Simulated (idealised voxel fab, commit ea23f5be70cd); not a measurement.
Proc. module: voxel ribs on slabs
The cross-section shown here is cut; it is 205 nm wide and divided into square cells measuring 5 nm on a side.
If you're reading a cross-section in this doc, picture square cells in a grid; it comes to you as bands, top ones listed first down to the bottom, and a band can be one or more rows of cells.
The band entry comprises the height of the band's top followed by the height of its bottom, expressed in nm, and subsequently the band's materials from left to right, each stated together with its width in nm. Where a single material is marked with the word "everywhere", that material fills the band from edge to edge. The word "air" represents empty space.
Height is counted from the level 0, under which the received wafer is composed throughout of one material. The lowest of the bands is not closed at the bottom but continues downward, in the notation "z 0 and below".
The notation "30->40" denotes a width that varies across the rows of cells in the band, beginning at the first number in the top row, finishing at the second number in the bottom row, and changing by an identical amount from each row to the next.
"all unchanged" after a step means that no cell of the cross-section changed.
"Voids lacking openings": sealed empty spaces, 8 cells or more, no open way to top, listed width x height at distance, with distance from the left edge and width, height and distance in nm.
after a step's settings: what the simulator itself notes on the step
If you see "overlay nm" on a step's line and that step has a mask, it's telling you how far right of where it was planned the mask ended up; a negative number means it went left instead.
plan
| 1 | RECEIVE | material Si |
| 2 | DIRECTIONAL_DEP | material SiO2 | thk nm 30 |
| 3 | DIRECTIONAL_DEP | material polySi | thk nm 15 |
| 4 | PATTERN | tone cover | mask id RIB | material resist | width nm 30 | thk nm 20 | overlay nm 0 |
| 5 | DIRECTIONAL_ETCH | etch materials polySi | depth nm 5 |
| 6 | STRIP | etch materials resist |
| 7 | PATTERN | tone cover | mask id SLAB | material resist | width nm 80 | thk nm 20 | overlay nm 0 |
| 8 | DIRECTIONAL_ETCH | etch materials polySi | depth nm 10 |
| 9 | STRIP | etch materials resist |
| 10 | FILL_DEP | material SiO2 | thk nm 20 |
| 11 | CMP | height nm 60 |
| 12 | DIRECTIONAL_DEP | material TiN | thk nm 10 |
| 13 | DIRECTIONAL_DEP | material aC | thk nm 15 |
| 14 | PATTERN | tone cover | mask id HEATER | material resist | width nm 40 | thk nm 35 | overlay nm 0 |
| 15 | DIRECTIONAL_ETCH | etch materials aC | depth nm 15 |
| 16 | STRIP | etch materials resist |
| 17 | DIRECTIONAL_ETCH | etch materials TiN | depth nm 10 |
| 18 | STRIP | etch materials aC |
| 19 | CONFORMAL_DEP | material SiN | thk nm 5 |
First out of two wafers; run went to plan
Wafer as received: cross-section following step 1
    z 0 and below: Si everywhere
    Voids lacking openings: none
Take a look at the wafer's cross-section after step 2
    z 30 to 0: SiO2 everywhere
    Beneath the level 0, the cross-section is identical to its previous state.
Take a look at the wafer's cross-section after step 3
    z 45 to 30: polySi everywhere
    Beneath the level 30, the cross-section is identical to its previous state.
Take a look at the wafer's cross-section after step 4
    z 65 to 45: air 85  resist 30  air 90
    Beneath the level 45, the cross-section is identical to its previous state.
Take a look at the wafer's cross-section after step 5
    z 65 to 45: air 85  resist 30  air 90
    z 45 to 40: air 85  polySi 30  air 90
    Beneath the level 40, the cross-section is identical to its previous state.
Take a look at the wafer's cross-section after step 6
    z 45 to 40: air 85  polySi 30  air 90
    Beneath the level 40, the cross-section is identical to its previous state.
Take a look at the wafer's cross-section after step 7
    z 65 to 45: air 60  resist 80  air 65
    z 45 to 40: air 60  resist 25  polySi 30  resist 25  air 65
    Beneath the level 40, the cross-section is identical to its previous state.
Take a look at the wafer's cross-section after step 8
    z 65 to 45: air 60  resist 80  air 65
    z 45 to 40: air 60  resist 25  polySi 30  resist 25  air 65
    z 40 to 30: air 60  polySi 80  air 65
    Beneath the level 30, the cross-section is identical to its previous state.
Take a look at the wafer's cross-section after step 9
    z 45 to 40: air 85  polySi 30  air 90
    Beneath the level 40, the cross-section is identical to its previous state.
Take a look at the wafer's cross-section after step 10
    z 65 to 45: SiO2 everywhere
    z 45 to 40: SiO2 85  polySi 30  SiO2 90
    z 40 to 30: SiO2 60  polySi 80  SiO2 65
    Beneath the level 30, the cross-section is identical to its previous state.
Take a look at the wafer's cross-section after step 11
    z 60 to 45: SiO2 everywhere
    Beneath the level 45, the cross-section is identical to its previous state.
Take a look at the wafer's cross-section after step 12
    z 70 to 60: TiN everywhere
    Beneath the level 60, the cross-section is identical to its previous state.
Take a look at the wafer's cross-section after step 13
    z 85 to 70: aC everywhere
    Beneath the level 70, the cross-section is identical to its previous state.
Take a look at the wafer's cross-section after step 14
    z 120 to 85: air 80  resist 40  air 85
    Beneath the level 85, the cross-section is identical to its previous state.
Take a look at the wafer's cross-section after step 15
    z 105 to 85: air 80  resist 40  air 85
    z 85 to 70: air 80  aC 40  air 85
    Beneath the level 70, the cross-section is identical to its previous state.
Take a look at the wafer's cross-section after step 16
    z 85 to 70: air 80  aC 40  air 85
    Beneath the level 70, the cross-section is identical to its previous state.
Take a look at the wafer's cross-section after step 17
    z 85 to 70: air 80  aC 40  air 85
    z 70 to 60: air 80  TiN 40  air 85
    Beneath the level 60, the cross-section is identical to its previous state.
Take a look at the wafer's cross-section after step 18
    z 70 to 60: air 80  TiN 40  air 85
    Beneath the level 60, the cross-section is identical to its previous state.
Take a look at the wafer's cross-section after step 19
    z 75 to 70: air 75  SiN 50  air 80
    z 70 to 65: air 75  SiN 5  TiN 40  SiN 5  air 80
    z 65 to 60: SiN 80  TiN 40  SiN 85
    Beneath the level 60, the cross-section is identical to its previous state.
Here the second wafer is described. Its start and its plan were those of the first wafer. Its run contained one mistake. Up to and including step 6, it did exactly what the first wafer did
Second wafer: cross-section at the scheduled end of step 7
    z 65 to 45: air 50  resist 80  air 75
    z 45 to 40: air 50  resist 35  polySi 30  resist 15  air 75
    Beneath the level 40, the cross-section is identical to its previous state.
Second wafer: cross-section at the scheduled end of step 8
    z 65 to 45: air 50  resist 80  air 75
    z 45 to 40: air 50  resist 35  polySi 30  resist 15  air 75
    z 40 to 30: air 50  polySi 80  air 75
    Beneath the level 30, the cross-section is identical to its previous state.
Second wafer: cross-section at the scheduled end of step 9
    z 45 to 40: air 85  polySi 30  air 90
    Beneath the level 40, the cross-section is identical to its previous state.
Second wafer: cross-section at the scheduled end of step 10
    z 65 to 45: SiO2 everywhere
    z 45 to 40: SiO2 85  polySi 30  SiO2 90
    z 40 to 30: SiO2 50  polySi 80  SiO2 75
    Beneath the level 30, the cross-section is identical to its previous state.
Second wafer: cross-section at the scheduled end of step 11
    z 60 to 45: SiO2 everywhere
    Beneath the level 45, the cross-section is identical to its previous state.
Second wafer: cross-section at the scheduled end of step 12
    z 70 to 60: TiN everywhere
    Beneath the level 60, the cross-section is identical to its previous state.
Second wafer: cross-section at the scheduled end of step 13
    z 85 to 70: aC everywhere
    Beneath the level 70, the cross-section is identical to its previous state.
Second wafer: cross-section at the scheduled end of step 14
    z 120 to 85: air 80  resist 40  air 85
    Beneath the level 85, the cross-section is identical to its previous state.
Second wafer: cross-section at the scheduled end of step 15
    z 105 to 85: air 80  resist 40  air 85
    z 85 to 70: air 80  aC 40  air 85
    Beneath the level 70, the cross-section is identical to its previous state.
Second wafer: cross-section at the scheduled end of step 16
    z 85 to 70: air 80  aC 40  air 85
    Beneath the level 70, the cross-section is identical to its previous state.
Second wafer: cross-section at the scheduled end of step 17
    z 85 to 70: air 80  aC 40  air 85
    z 70 to 60: air 80  TiN 40  air 85
    Beneath the level 60, the cross-section is identical to its previous state.
Second wafer: cross-section at the scheduled end of step 18
    z 70 to 60: air 80  TiN 40  air 85
    Beneath the level 60, the cross-section is identical to its previous state.
Second wafer: cross-section at the scheduled end of step 19
    z 75 to 70: air 75  SiN 50  air 80
    z 70 to 65: air 75  SiN 5  TiN 40  SiN 5  air 80
    z 65 to 60: SiN 80  TiN 40  SiN 85
    Beneath the level 60, the cross-section is identical to its previous state.
what went wrong: step 7: run off-plan, actual operation and settings PATTERN | tone cover | mask id SLAB | material resist | width nm 80 | thk nm 20 | overlay nm -10
By the end, you'd get the same cell count for each material on either wafer, but the second wafer puts them somewhere else.
